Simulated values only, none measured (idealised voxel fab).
process module | voxel tone inversion
cross-section cut | 275 nm wide | cells 5 nm
A cross-section is a grid of square cells, given in bands from the top down. A band is one or more rows of cells.
Each band's line starts with the height of the band's top and of its bottom, in nm. Then come its materials from left to right, each with its width in nm. One material with "throughout" fills the band from edge to edge. "air" is empty space.
Height 0 is the level under which the wafer as received is all one material. The lowest band goes on downwards, as in "0 down".
A width such as "30 to 40" changes by the same amount from each row of cells to the next, from the band's top row to its bottom row.
"no change" after a step means that no cell of the cross-section changed.
closed voids: empty space of 8 cells or more with no open way to the top, each as width x height at its distance from the left edge, in nm
after a step's settings: what the simulator itself notes on the step
overlay nm, on a step with a mask: how far to the right of its planned place the mask lay; to the left if negative
plan
1 op RECEIVE | material Si
2 op CONFORMAL_DEP | material SiN | thk nm 10
3 op DIRECTIONAL_DEP | material polySi | thk nm 20
4 op PATTERN | tone cover | mask id POSTS | material resist | width nm 25 | pitch nm 40 | thk nm 30 | overlay nm 0
5 op DIRECTIONAL_ETCH | etch materials polySi | depth nm 20
6 op STRIP | etch materials resist
7 op FILL_DEP | material lowk | thk nm 5
8 op CMP | height nm 30
9 op STRIP | etch materials polySi
10 op CONFORMAL_DEP | material TiN | thk nm 5
11 op FILL_DEP | material Ru | thk nm 10
12 op CMP | height nm 30
13 op CONFORMAL_DEP | material SiN | thk nm 5
first wafer, as planned
as received, after step 1
  0 down: Si throughout
  closed voids: none
after step 2
  10 to 0: SiN throughout
  below 0: unchanged
after step 3
  30 to 10: polySi throughout
  below 10: unchanged
after step 4
  60 to 30: air 65 | resist 25 | air 15 | resist 25 | air 15 | resist 25 | air 15 | resist 25 | air 65
  below 30: unchanged
after step 5
  60 to 30: air 65 | resist 25 | air 15 | resist 25 | air 15 | resist 25 | air 15 | resist 25 | air 65
  30 to 10: air 65 | polySi 25 | air 15 | polySi 25 | air 15 | polySi 25 | air 15 | polySi 25 | air 65
  below 10: unchanged
after step 6
  30 to 10: air 65 | polySi 25 | air 15 | polySi 25 | air 15 | polySi 25 | air 15 | polySi 25 | air 65
  below 10: unchanged
after step 7
  35 to 30: lowk throughout
  30 to 10: lowk 65 | polySi 25 | lowk 15 | polySi 25 | lowk 15 | polySi 25 | lowk 15 | polySi 25 | lowk 65
  below 10: unchanged
after step 8
  30 to 10: lowk 65 | polySi 25 | lowk 15 | polySi 25 | lowk 15 | polySi 25 | lowk 15 | polySi 25 | lowk 65
  below 10: unchanged
after step 9
  30 to 10: lowk 65 | air 25 | lowk 15 | air 25 | lowk 15 | air 25 | lowk 15 | air 25 | lowk 65
  below 10: unchanged
after step 10
  35 to 30: TiN 70 | air 15 | TiN 25 | air 15 | TiN 25 | air 15 | TiN 25 | air 15 | TiN 70
  30 to 15: lowk 65 | TiN 5 | air 15 | TiN 5 | lowk 15 | TiN 5 | air 15 | TiN 5 | lowk 15 | TiN 5 | air 15 | TiN 5 | lowk 15 | TiN 5 | air 15 | TiN 5 | lowk 65
  15 to 10: lowk 65 | TiN 25 | lowk 15 | TiN 25 | lowk 15 | TiN 25 | lowk 15 | TiN 25 | lowk 65
  below 10: unchanged
after step 11
  45 to 35: Ru throughout
  35 to 30: TiN 70 | Ru 15 | TiN 25 | Ru 15 | TiN 25 | Ru 15 | TiN 25 | Ru 15 | TiN 70
  30 to 15: lowk 65 | TiN 5 | Ru 15 | TiN 5 | lowk 15 | TiN 5 | Ru 15 | TiN 5 | lowk 15 | TiN 5 | Ru 15 | TiN 5 | lowk 15 | TiN 5 | Ru 15 | TiN 5 | lowk 65
  below 15: unchanged
after step 12
  30 to 15: lowk 65 | TiN 5 | Ru 15 | TiN 5 | lowk 15 | TiN 5 | Ru 15 | TiN 5 | lowk 15 | TiN 5 | Ru 15 | TiN 5 | lowk 15 | TiN 5 | Ru 15 | TiN 5 | lowk 65
  below 15: unchanged
after step 13
  35 to 30: SiN throughout
  below 30: unchanged
second wafer: like start, like plan, one mistake. Through step 11 it matches the first wafer
when step 12 should have ended: no change
when step 13 should have ended
  50 to 45: SiN throughout
  below 45: unchanged
what went wrong: step 12 was left out
at the end the second wafer has, in cells: 122 more of Ru | 43 more of TiN
